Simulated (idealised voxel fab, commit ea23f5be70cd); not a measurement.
process module | voxel tone inversion
cross-section cut | 145 nm wide | cells 5 nm
A cross-section is a grid of square cells, given in bands from the top down. A band is one or more rows of cells.
Each band's line starts with the height of the band's top and of its bottom, in nm. Then come its materials from left to right, each with its width in nm. One material with "throughout" fills the band from edge to edge. "air" is empty space.
Height 0 is the level under which the wafer as received is all one material. The lowest band goes on downwards, as in "0 down".
A width such as "30 to 40" changes by the same amount from each row of cells to the next, from the band's top row to its bottom row.
"no change" after a step means that no cell of the cross-section changed.
closed voids: empty space of 8 cells or more with no open way to the top, each as width x height at its distance from the left edge, in nm
after a step's settings: what the simulator itself notes on the step
overlay nm, on a step with a mask: how far to the right of its planned place the mask lay; to the left if negative
plan
1 op RECEIVE | material Si
2 op CONFORMAL_DEP | material SiN | thk nm 10
3 op DIRECTIONAL_DEP | material polySi | thk nm 15
4 op PATTERN | tone cover | mask id POSTS | material resist | width nm 15 | pitch nm 30 | thk nm 25 | overlay nm 0
5 op DIRECTIONAL_ETCH | etch materials polySi | depth nm 15
6 op STRIP | etch materials resist
7 op FILL_DEP | material SiO2 | thk nm 10
8 op CMP | height nm 25
9 op STRIP | etch materials polySi
10 op CONFORMAL_DEP | material TiN | thk nm 5
11 op FILL_DEP | material Ru | thk nm 10
12 op CMP | height nm 25
13 op CONFORMAL_DEP | material SiCN | thk nm 5
as received, after step 1
  0 down: Si throughout
  closed voids: none
first wafer at the end, as planned
  30 to 25: SiCN throughout
  25 to 15: SiO2 35 | TiN 5 | Ru 5 | TiN 5 | SiO2 15 | TiN 5 | Ru 5 | TiN 5 | SiO2 15 | TiN 5 | Ru 5 | TiN 5 | SiO2 35
  15 to 10: SiO2 35 | TiN 15 | SiO2 15 | TiN 15 | SiO2 15 | TiN 15 | SiO2 35
  10 to 0: SiN throughout
  0 down: Si throughout
  closed voids: none
second wafer at the end: like start, like plan, one mistake
  30 to 25: SiCN throughout
  25 to 15: SiN throughout
  15 to 0: polySi throughout
  0 down: Si throughout
  closed voids: none
what went wrong: steps 2 and 3 were swapped
at the end the second wafer has, in cells: 6 fewer of Ru | 60 fewer of SiO2 | 21 fewer of TiN | 87 more of polySi
